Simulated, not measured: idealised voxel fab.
The following is a process module called voxel capacitor over wiring.
Displayed cross-section: cut, width of 205 nm, square cells sized 5 nm.
Cross-sections here: square-cell grids, written as top-down lists of bands, a band being one or more rows of cells. Top height, bottom height, nm. Materials left to right, width each, nm. Single material + "all across" = fills band edge to edge. "blank" = empty. Beneath 0, the wafer as received is one material, and that level is where height counting begins. The lowest band goes on downward without a bottom; it is written like "0 down". When a width is written as two numbers, as in "30..40", the first number is the width in the top row of cells of the band and the second is the width in its bottom row, and the width changes by the same amount from each row to the next. No cell of the cross-section changed in a step that is given as "no alterations made". So "Closed empty spaces" is basically the list of trapped voids: any empty space of 8 cells or more that can't reach the top through an opening. They're written width x height at distance, the distance being from the left edge, and it's all nm. Note: text after step settings on the step line = simulator remark on that step. overlay nm: for a step with a mask, the amount by which the mask lay right of where it was planned; a negative amount means left of it.

-- Planned process steps
1) RECEIVE [material Si]
2) CONFORMAL_DEP [material SiO2] [thk nm 10]
3) CONFORMAL_DEP [material SiCN] [thk nm 5]
4) DIRECTIONAL_DEP [material SiO2] [thk nm 25]
5) MASKED_ETCH [tone open] [mask id METAL_1] [width nm 20] [pitch nm 75] [etch materials SiO2] [depth nm 25] [overlay nm 0]
6) MASKED_ETCH [tone open] [mask id METAL_1] [width nm 20] [pitch nm 75] [etch materials SiCN] [depth nm 5] [overlay nm 0]
7) CONFORMAL_DEP [material TiN] [thk nm 5]
8) FILL_DEP [material Cu] [thk nm 5]
9) CMP [height nm 40]
10) CONFORMAL_DEP [material SiCN] [thk nm 5]
11) DIRECTIONAL_DEP [material lowk] [thk nm 20]
12) PATTERN [tone open] [mask id PLUG_1] [material resist] [width nm 15] [thk nm 20] [overlay nm 0]
13) DIRECTIONAL_ETCH [etch materials lowk] [depth nm 20]
14) DIRECTIONAL_ETCH [etch materials SiCN] [depth nm 5]
15) STRIP [etch materials resist]
16) EPI [material Ru] [thk nm 10]
17) EPI [material Ru] [thk nm 10]
18) EPI [material Ru] [thk nm 5]
19) DIRECTIONAL_DEP [material TiN] [thk nm 10]
20) DIRECTIONAL_DEP [material SiN] [thk nm 5]
21) DIRECTIONAL_DEP [material TiN] [thk nm 10]
22) PATTERN [tone cover] [mask id UPPER_PLATE] [material resist] [width nm 60] [thk nm 15] [overlay nm 0]
23) DIRECTIONAL_ETCH [etch materials TiN] [depth nm 10]
24) DIRECTIONAL_ETCH [etch materials SiN] [depth nm 5]
25) STRIP [etch materials resist]
26) DIRECTIONAL_DEP [material aC] [thk nm 15]
27) PATTERN [tone cover] [mask id LOWER_PLATE] [material resist] [width nm 70] [thk nm 30] [overlay nm 0]
28) DIRECTIONAL_ETCH [etch materials aC] [depth nm 15]
29) STRIP [etch materials resist]
30) DIRECTIONAL_ETCH [etch materials TiN] [depth nm 10]
31) STRIP [etch materials aC]
32) FILL_DEP [material SiO2] [thk nm 15]
33) CMP [height nm 100]
34) PATTERN [tone open] [mask id PLUG_2] [material resist] [width nm 15] [thk nm 15] [overlay nm 0]
35) DIRECTIONAL_ETCH [etch materials SiO2] [depth nm 10]
36) STRIP [etch materials resist]
37) CONFORMAL_DEP [material TiN] [thk nm 5]
38) FILL_DEP [material Ru] [thk nm 5]
39) CMP [height nm 100]
40) CONFORMAL_DEP [material SiCN] [thk nm 5]

-- Cross-sectional view of the wafer in its as-received condition, corresponding to the state after step 1
- 0 down  Si all across
- Closed empty spaces: none

-- Cross-section taken at module completion on the first of two wafers; processed per the plan
- 105 to 100  SiCN all across
- 100 to 95  70 of SiO2 | 5 of TiN | 5 of Ru | 5 of TiN | 120 of SiO2
- 95 to 90  70 of SiO2 | 15 of TiN | 120 of SiO2
- 90 to 80  60 of SiO2 | 60 of TiN | 85 of SiO2
- 80 to 75  60 of SiO2 | 60 of SiN | 85 of SiO2
- 75 to 65  55 of SiO2 | 70 of TiN | 80 of SiO2
- 65 to 45  60 of lowk | 15 of Ru | 130 of lowk
- 45 to 40  60 of SiCN | 15 of Ru | 130 of SiCN
- 40 to 15  55 of SiO2 | 5 of TiN | 10 of Cu | 5 of TiN | 55 of SiO2 | 5 of TiN | 10 of Cu | 5 of TiN | 55 of SiO2
- 15 to 10  55 of SiCN | 20 of TiN | 55 of SiCN | 20 of TiN | 55 of SiCN
- 10 to 0  SiO2 all across
- 0 down  Si all across
- Closed empty spaces: none

-- Same start, same plan as the first wafer - but one mistake in the run. Cross-section of the second of the two at the end of the module
- 105 to 100  SiCN all across
- 100 to 95  70 of SiO2 | 5 of TiN | 5 of Ru | 5 of TiN | 120 of SiO2
- 95 to 90  70 of SiO2 | 15 of TiN | 120 of SiO2
- 90 to 80  75 of SiO2 | 45 of TiN | 85 of SiO2
- 80 to 75  75 of SiO2 | 45 of SiN | 85 of SiO2
- 75 to 65  55 of SiO2 | 5 of TiN | 15 of SiO2 | 50 of TiN | 80 of SiO2
- 65 to 55  60 of lowk | 15 of TiN | 130 of lowk
- 55 to 50  60 of lowk | 15 of SiN | 130 of lowk
- 50 to 45  60 of lowk | 15 of TiN | 130 of lowk
- 45 to 40  60 of SiCN | 15 of TiN | 130 of SiCN
- 40 to 20  50 of Cu | 5 of TiN | 20 of SiO2 | 5 of TiN | 45 of Cu | 5 of TiN | 20 of SiO2 | 5 of TiN | 50 of Cu
- 20 to 15  55 of TiN | 20 of SiO2 | 55 of TiN | 20 of SiO2 | 55 of TiN
- 15 to 10  SiCN all across
- 10 to 0  SiO2 all across
- 0 down  Si all across
- Closed empty spaces: none
Where did the run depart from the plan? not per plan at step 5, really ran MASKED_ETCH [tone cover] [mask id METAL_1] [width nm 20] [pitch nm 75] [etch materials SiO2] [depth nm 25] [overlay nm 0]
Looking at both finished wafers in cells, the second ends up ahead of or behind the first on some materials: +96 Cu; -15 Ru; +8 SiCN; -110 SiO2; +21 TiN
